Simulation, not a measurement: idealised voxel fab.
Herein follows the process module entitled voxel ribs on slabs.
165 nm wide, 5 nm square cells: that's cross-section cut.
Just so we're on the same page, the cross-sections are grids of square cells, and they're listed out in bands top to bottom, each band one or more rows deep.
Heights first: top, then bottom, in nm. Then materials, left to right, each with a width in nm. "full width" on a single material: fills the band edge to edge. "air": empty space.
Where do heights start? At 0: under that level the wafer as delivered is made of one material only. And the lowest band has no floor; it just carries on downward, as in "0 nm and below".
Width spec "30..40" -> top row of cells at first value, bottom row at second value, equal per-row change in between.
No cell of the cross-section changed in a step that is given as "no alterations made".
Entry "Enclosed cavities" = empty spaces >= 8 cells with no open way to the top; each as width x height at distance, distance from left edge, all nm.
Formally, on a step line, whatever follows the settings is a remark that the simulator itself makes on the step.
overlay nm, on a step with a mask: how far to the right of its planned place the mask lay; to the left if negative
# Listed below are the process steps as planned
step 1: RECEIVE, material Si
step 2: DIRECTIONAL_DEP, material SiO2, thk nm 25
step 3: DIRECTIONAL_DEP, material SiN, thk nm 15
step 4: DIRECTIONAL_DEP, material aC, thk nm 10
step 5: PATTERN, tone cover, mask id RIB, material resist, width nm 25, thk nm 25, overlay nm 0
step 6: DIRECTIONAL_ETCH, etch materials aC, depth nm 10
step 7: STRIP, etch materials resist
step 8: DIRECTIONAL_ETCH, etch materials SiN, depth nm 10
step 9: STRIP, etch materials aC
step 10: PATTERN, tone cover, mask id SLAB, material resist, width nm 55, thk nm 15, overlay nm 0
step 11: DIRECTIONAL_ETCH, etch materials SiN, depth nm 5
step 12: STRIP, etch materials resist
step 13: FILL_DEP, material SiO2, thk nm 25
step 14: CMP, height nm 55
step 15: DIRECTIONAL_DEP, material W, thk nm 10
step 16: DIRECTIONAL_DEP, material aC, thk nm 10
step 17: PATTERN, tone cover, mask id HEATER, material resist, width nm 35, thk nm 25, overlay nm 0
step 18: DIRECTIONAL_ETCH, etch materials aC, depth nm 10
step 19: STRIP, etch materials resist
step 20: DIRECTIONAL_ETCH, etch materials W, depth nm 10
step 21: STRIP, etch materials aC
step 22: CONFORMAL_DEP, material SiO2, thk nm 5
# Step 1 complete: cross-section of the wafer as received
  0 nm and below: Si full width
  Enclosed cavities: none
# Sectioned view, first of two wafers, at the close of the module, processed as intended in the plan
  70 nm to 65 nm: 60 nm air, then 45 nm SiO2, then 60 nm air
  65 nm to 60 nm: 60 nm air, then 5 nm SiO2, then 35 nm W, then 5 nm SiO2, then 60 nm air
  60 nm to 55 nm: 65 nm SiO2, then 35 nm W, then 65 nm SiO2
  55 nm to 40 nm: SiO2 full width
  40 nm to 30 nm: 70 nm SiO2, then 25 nm SiN, then 70 nm SiO2
  30 nm to 25 nm: 55 nm SiO2, then 55 nm SiN, then 55 nm SiO2
  25 nm to 0 nm: SiO2 full width
  0 nm and below: Si full width
  Enclosed cavities: none
# Wafer two, end of module, cross-section. Same start, same plan as wafer one. One mistake in the run
  70 nm to 65 nm: 60 nm air, then 45 nm SiO2, then 60 nm air
  65 nm to 60 nm: 60 nm air, then 5 nm SiO2, then 35 nm W, then 5 nm SiO2, then 60 nm air
  60 nm to 55 nm: 65 nm SiO2, then 35 nm W, then 65 nm SiO2
  55 nm to 40 nm: W full width
  40 nm to 30 nm: 70 nm W, then 25 nm SiN, then 70 nm W
  30 nm to 25 nm: 55 nm W, then 55 nm SiN, then 55 nm W
  25 nm to 0 nm: SiO2 full width
  0 nm and below: Si full width
  Enclosed cavities: none
The mistake made against the process plan was this: step 13 ran differently from the plan; actual operation with settings: FILL_DEP, material W, thk nm 25
End check, counted in cells, second wafer has more or fewer of these materials than the first: SiO2: 177 fewer | W: 177 more
